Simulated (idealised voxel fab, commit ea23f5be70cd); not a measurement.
This section sets out a process module, namely voxel capacitor over wiring.
Displayed cross-section: cut, width of 145 nm, square cells sized 5 nm.
The cross-sections in this document take the form of a grid made of square cells. They are written out as bands, in order from top to bottom. Each band consists of one or more rows of cells. Quick guide to a band line: top height, bottom height (nm) up front; then every material left to right with its width in nm. Only one material and it's marked "all across"? Then it fills the band edge to edge. And "air" just means empty space. Height datum 0, below which the as-received substrate wafer is one material. Lowest band open at the bottom, running downward: "0 nm and below". A width such as "30->40" changes by the same amount from each row of cells to the next, from the band's top row to its bottom row. It should be understood that the words "no change occurred", when stated for a given step, signify that the cross-section underwent no change in any of its cells during that step. If an empty space has no open way to the top and is at least 8 cells in size, "Unvented internal voids" lists it, written width x height at distance, where distance is measured from the left edge and every value is in nm. Text after the settings on a step's line: the simulator's own remark on that step. What "overlay nm" on a step's line means: if the step has a mask, that mask lay this far to the right of its planned place, or, when the value is negative, to the left.
## These are the steps we planned for the process
| 1 | RECEIVE: material Si |
| 2 | CONFORMAL_DEP: material SiO2, thk nm 15 |
| 3 | DIRECTIONAL_DEP: material TiN, thk nm 5 |
| 4 | DIRECTIONAL_DEP: material Ru, thk nm 15 |
| 5 | PATTERN: tone cover, mask id METAL_1, material resist, width nm 25, pitch nm 75, thk nm 20, overlay nm 0 |
| 6 | DIRECTIONAL_ETCH: etch materials Ru, depth nm 15 |
| 7 | DIRECTIONAL_ETCH: etch materials TiN, depth nm 5 |
| 8 | STRIP: etch materials resist |
| 9 | FILL_DEP: material SiO2, thk nm 10 |
| 10 | CMP: height nm 35 |
| 11 | CONFORMAL_DEP: material SiCN, thk nm 5 |
| 12 | DIRECTIONAL_DEP: material SiO2, thk nm 10 |
| 13 | DIRECTIONAL_DEP: material aC, thk nm 15 |
| 14 | PATTERN: tone open, mask id PLUG_1, material resist, width nm 15, thk nm 30, overlay nm 0 |
| 15 | DIRECTIONAL_ETCH: etch materials aC, depth nm 15 |
| 16 | STRIP: etch materials resist |
| 17 | DIRECTIONAL_ETCH: etch materials SiO2, depth nm 10 |
| 18 | DIRECTIONAL_ETCH: etch materials SiCN, depth nm 5 |
| 19 | STRIP: etch materials aC |
| 20 | CONFORMAL_DEP: material TiN, thk nm 5 |
| 21 | FILL_DEP: material W, thk nm 5 |
| 22 | CMP: height nm 50 |
| 23 | DIRECTIONAL_DEP: material TiN, thk nm 5 |
| 24 | DIRECTIONAL_DEP: material Al2O3, thk nm 5 |
| 25 | DIRECTIONAL_DEP: material TiN, thk nm 10 |
| 26 | DIRECTIONAL_DEP: material aC, thk nm 10 |
| 27 | PATTERN: tone cover, mask id UPPER_PLATE, material resist, width nm 55, thk nm 25, overlay nm 0 |
| 28 | DIRECTIONAL_ETCH: etch materials aC, depth nm 10 |
| 29 | STRIP: etch materials resist |
| 30 | DIRECTIONAL_ETCH: etch materials TiN, depth nm 10 |
| 31 | DIRECTIONAL_ETCH: etch materials Al2O3, depth nm 5 |
| 32 | STRIP: etch materials aC |
| 33 | PATTERN: tone cover, mask id LOWER_PLATE, material resist, width nm 65, thk nm 15, overlay nm 0 |
| 34 | DIRECTIONAL_ETCH: etch materials TiN, depth nm 5 |
| 35 | STRIP: etch materials resist |
| 36 | FILL_DEP: material SiO2, thk nm 20 |
| 37 | CMP: height nm 85 |
| 38 | PATTERN: tone open, mask id PLUG_2, material resist, width nm 15, thk nm 20, overlay nm 0 |
| 39 | DIRECTIONAL_ETCH: etch materials SiO2, depth nm 15 |
| 40 | STRIP: etch materials resist |
| 41 | CONFORMAL_DEP: material TiN, thk nm 5 |
| 42 | FILL_DEP: material Ru, thk nm 5 |
| 43 | CMP: height nm 85 |
| 44 | CONFORMAL_DEP: material SiN, thk nm 5 |
## Cross-sectional view of the wafer in its as-received condition, corresponding to the state after step 1
* 0 nm and below  Si all across
* Unvented internal voids: none
## Wafer cross-section at module end: first of two, run to plan
* 90 nm to 85 nm  SiN all across
* 85 nm to 75 nm  SiO2 40; TiN 5; Ru 5; TiN 5; SiO2 90
* 75 nm to 70 nm  SiO2 40; TiN 15; SiO2 90
* 70 nm to 60 nm  SiO2 30; TiN 55; SiO2 60
* 60 nm to 55 nm  SiO2 30; Al2O3 55; SiO2 60
* 55 nm to 50 nm  SiO2 25; TiN 65; SiO2 55
* 50 nm to 40 nm  SiO2 30; TiN 5; W 5; TiN 5; SiO2 100
* 40 nm to 35 nm  SiCN 30; TiN 15; SiCN 100
* 35 nm to 20 nm  SiO2 20; Ru 25; SiO2 50; Ru 25; SiO2 25
* 20 nm to 15 nm  SiO2 20; TiN 25; SiO2 50; TiN 25; SiO2 25
* 15 nm to 0 nm  SiO2 all across
* 0 nm and below  Si all across
* Unvented internal voids: none
## Second wafer through the module, sectioned at the end: same beginning and same plan as the first wafer, with one mistake in carrying it out
* 90 nm to 85 nm  SiN all across
* 85 nm to 75 nm  SiO2 40; TiN 5; Ru 5; TiN 5; SiO2 90
* 75 nm to 70 nm  SiO2 40; TiN 15; SiO2 90
* 70 nm to 60 nm  SiO2 30; TiN 55; SiO2 60
* 60 nm to 55 nm  SiO2 30; Al2O3 55; SiO2 60
* 55 nm to 50 nm  SiO2 25; TiN 65; SiO2 55
* 50 nm to 40 nm  SiO2 30; TiN 5; W 5; TiN 5; SiO2 100
* 40 nm to 35 nm  SiCN 30; TiN 15; SiCN 100
* 35 nm to 30 nm  SiO2 20; TiN 25; SiO2 50; TiN 25; SiO2 25
* 30 nm to 0 nm  SiO2 all across
* 0 nm and below  Si all across
* Unvented internal voids: none
In executing the process, a mistake was made relative to the plan: step 2 of the plan was performed twice
Counted in cells at the end, the second wafer holds more or fewer of these materials than the first: -30 Ru, +30 SiO2
